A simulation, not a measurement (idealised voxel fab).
Documented hereafter: the process module known as voxel plated lines.
The width of the displayed cross-section, cut, is 215 nm; its cells are square, with a size of 5 nm.
This document writes a cross-section as a grid whose cells are square, and gives it as bands, listed from the top down; one or more rows of cells form a band. Quick guide to a band line: top height, bottom height (nm) up front; then every material left to right with its width in nm. Only one material and it's marked "throughout"? Then it fills the band edge to edge. And "blank" just means empty space. Heights are expressed relative to 0, this being the level below which the as-received wafer comprises one material exclusively. The lowest band is unbounded in the downward direction and is denoted as in "z 0 and below". The expression "30 to 40" gives the width at the extremes of the band, the first number at its top row of cells and the second at its bottom row, with the width changing by equal amounts from each row to the next in between. It should be understood that the words "nothing was modified", when stated for a given step, signify that the cross-section underwent no change in any of its cells during that step. "Enclosed void listing" - sealed voids, min. 8 cells, no opening to top; format: width x height at distance (distance from left edge; nm throughout). On each step's line, the part that comes after the settings is the simulator's own comment on the step. The line of a step may include "overlay nm". On a step with a mask, this value is how far to the right of its planned place the mask lay. A negative value means the mask lay to the left.

[Process steps foreseen in the plan]
1 RECEIVE [material Si]
2 CONFORMAL_DEP [material SiO2] [thk nm 5]
3 DIRECTIONAL_DEP [material TiN] [thk nm 5]
4 PATTERN [tone open] [mask id LINES] [material resist] [width nm 30] [pitch nm 60] [thk nm 35] [overlay nm 0]
5 EPI [material Ru] [thk nm 10]
6 EPI [material Ru] [thk nm 5]
7 EPI [material Ru] [thk nm 10]
8 STRIP [etch materials resist]
9 DIRECTIONAL_ETCH [etch materials TiN] [depth nm 5]
10 CONFORMAL_DEP [material SiCN] [thk nm 5]

[So this is the incoming wafer in cross-section - it's already been through step 1]
> z 0 and below: Si throughout
> Enclosed void listing: none

[One mistake in running the module, otherwise start and plan as above: cross-section at the end]
> z 50 to 45: blank (55), then SiCN (40), then blank (20), then SiCN (40), then blank (60)
> z 45 to 20: blank (55), then SiCN (5), then Ru (30), then SiCN (5), then blank (20), then SiCN (5), then Ru (30), then SiCN (5), then blank (60)
> z 20 to 15: SiCN (60), then TiN (30), then SiCN (30), then TiN (30), then SiCN (65)
> z 15 to 5: TiN throughout
> z 5 to 0: SiO2 throughout
> z 0 and below: Si throughout
> Enclosed void listing: none
Against the plan, the run slipped here: step 3 was not run as planned; what actually ran was DIRECTIONAL_DEP [material TiN] [thk nm 15]
